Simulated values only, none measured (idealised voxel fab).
Module name: voxel air gaps (process module)
It is cross-section cut that appears here, measuring 210 nm in width, its square cells being 5 nm in size.
If you're reading a cross-section in this doc, picture square cells in a grid; it comes to you as bands, top ones listed first down to the bottom, and a band can be one or more rows of cells. It is stipulated that each band's entry specify, in nanometres, the height of the top of the band and then that of its bottom, followed by the materials of the band in left-to-right sequence, each together with its width in nanometres. A single material marked by the word "all across" is understood to fill the band from edge to edge; the word "air" is understood to denote empty space. Heights are reckoned from 0. Under this level, the received wafer is all of one material. The bottommost band is open-ended downward, for example "from 0 down". Width spec "30..40" -> top row of cells at first value, bottom row at second value, equal per-row change in between. Step marked "same as before"? Then no cell in the cross-section changed in it. Entry "Enclosed empty spaces". Content: empty spaces with no open connection to the top, size 8 cells or greater. Each: width x height at distance. Distance: from left edge. Unit: nm. Read whatever lies past the settings on a step's line as the simulator's own remark about the step. Regarding "overlay nm": on a step with a mask, it is the distance the mask lay to the right of its planned place; a negative value places it to the left.

Steps planned for the process:
| 1 | RECEIVE: material Si |
| 2 | CONFORMAL_DEP: material SiO2, thk nm 15 |
| 3 | CONFORMAL_DEP: material SiCN, thk nm 5 |
| 4 | DIRECTIONAL_DEP: material SiO2, thk nm 40 |
| 5 | DIRECTIONAL_DEP: material aC, thk nm 15 |
| 6 | PATTERN: tone open, mask id LINES, material resist, width nm 20, pitch nm 50, thk nm 35, overlay nm 0 |
| 7 | DIRECTIONAL_ETCH: etch materials aC, depth nm 15 |
| 8 | STRIP: etch materials resist |
| 9 | DIRECTIONAL_ETCH: etch materials SiO2, depth nm 40 |
| 10 | STRIP: etch materials aC |
| 11 | CONFORMAL_DEP: material TiN, thk nm 5 |
| 12 | FILL_DEP: material Ru, thk nm 10 |
| 13 | CMP: height nm 60 |
| 14 | EPI: material Ru, thk nm 10 |
| 15 | SELECTIVE_ETCH: etch materials SiO2, depth nm 50 |
| 16 | CONFORMAL_DEP: material SiCN, thk nm 5 |

Incoming wafer in cross-section (state: after step 1):
    from 0 down | Si all across
    Enclosed empty spaces: none

Cross-section taken at module completion on the first of two wafers; processed per the plan:
    from 75 to 70 | air 5  SiCN 200  air 5
    from 70 to 60 | air 5  SiCN 5  Ru 40  SiCN 10  Ru 40  SiCN 10  Ru 40  SiCN 10  Ru 40  SiCN 5  air 5
    from 60 to 55 | air 5  SiCN 15  TiN 5  Ru 10  TiN 5  SiCN 30  TiN 5  Ru 10  TiN 5  SiCN 30  TiN 5  Ru 10  TiN 5  SiCN 30  TiN 5  Ru 10  TiN 5  SiCN 15  air 5
    from 55 to 25 | air 15  SiCN 5  TiN 5  Ru 10  TiN 5  SiCN 5  air 20  SiCN 5  TiN 5  Ru 10  TiN 5  SiCN 5  air 20  SiCN 5  TiN 5  Ru 10  TiN 5  SiCN 5  air 20  SiCN 5  TiN 5  Ru 10  TiN 5  SiCN 5  air 15
    from 25 to 20 | SiCN 20  TiN 20  SiCN 30  TiN 20  SiCN 30  TiN 20  SiCN 30  TiN 20  SiCN 20
    from 20 to 15 | SiCN all across
    from 15 to 0 | SiO2 all across
    from 0 down | Si all across
    Enclosed empty spaces: 20 x 30 at 45; 20 x 30 at 95; 20 x 30 at 145

What the second wafer looks like in cross-section once the module is done. Its start and its plan matched the first wafer's exactly; what differed was one mistake in how it was run:
    from 75 to 70 | air 10  SiCN 200
    from 70 to 60 | air 10  SiCN 5  Ru 40  SiCN 10  Ru 40  SiCN 10  Ru 40  SiCN 10  Ru 40  SiCN 5
    from 60 to 55 | air 10  SiCN 15  TiN 5  Ru 10  TiN 5  SiCN 30  TiN 5  Ru 10  TiN 5  SiCN 30  TiN 5  Ru 10  TiN 5  SiCN 30  TiN 5  Ru 10  TiN 5  SiCN 15
    from 55 to 25 | air 20  SiCN 5  TiN 5  Ru 10  TiN 5  SiCN 5  air 20  SiCN 5  TiN 5  Ru 10  TiN 5  SiCN 5  air 20  SiCN 5  TiN 5  Ru 10  TiN 5  SiCN 5  air 20  SiCN 5  TiN 5  Ru 10  TiN 5  SiCN 5  air 10
    from 25 to 20 | SiCN 25  TiN 20  SiCN 30  TiN 20  SiCN 30  TiN 20  SiCN 30  TiN 20  SiCN 15
    from 20 to 15 | SiCN all across
    from 15 to 0 | SiO2 all across
    from 0 down | Si all across
    Enclosed empty spaces: 20 x 30 at 50; 20 x 30 at 100; 20 x 30 at 150; 10 x 30 at 200
Here's what went sideways: step 6: run off-plan, actual operation and settings PATTERN: tone open, mask id LINES, material resist, width nm 20, pitch nm 50, thk nm 35, overlay nm 5
Final state: per-material cell counts identical on both wafers; locations differ.
Final observation: first wafer, 3 closed voids; second wafer, 4 closed voids.
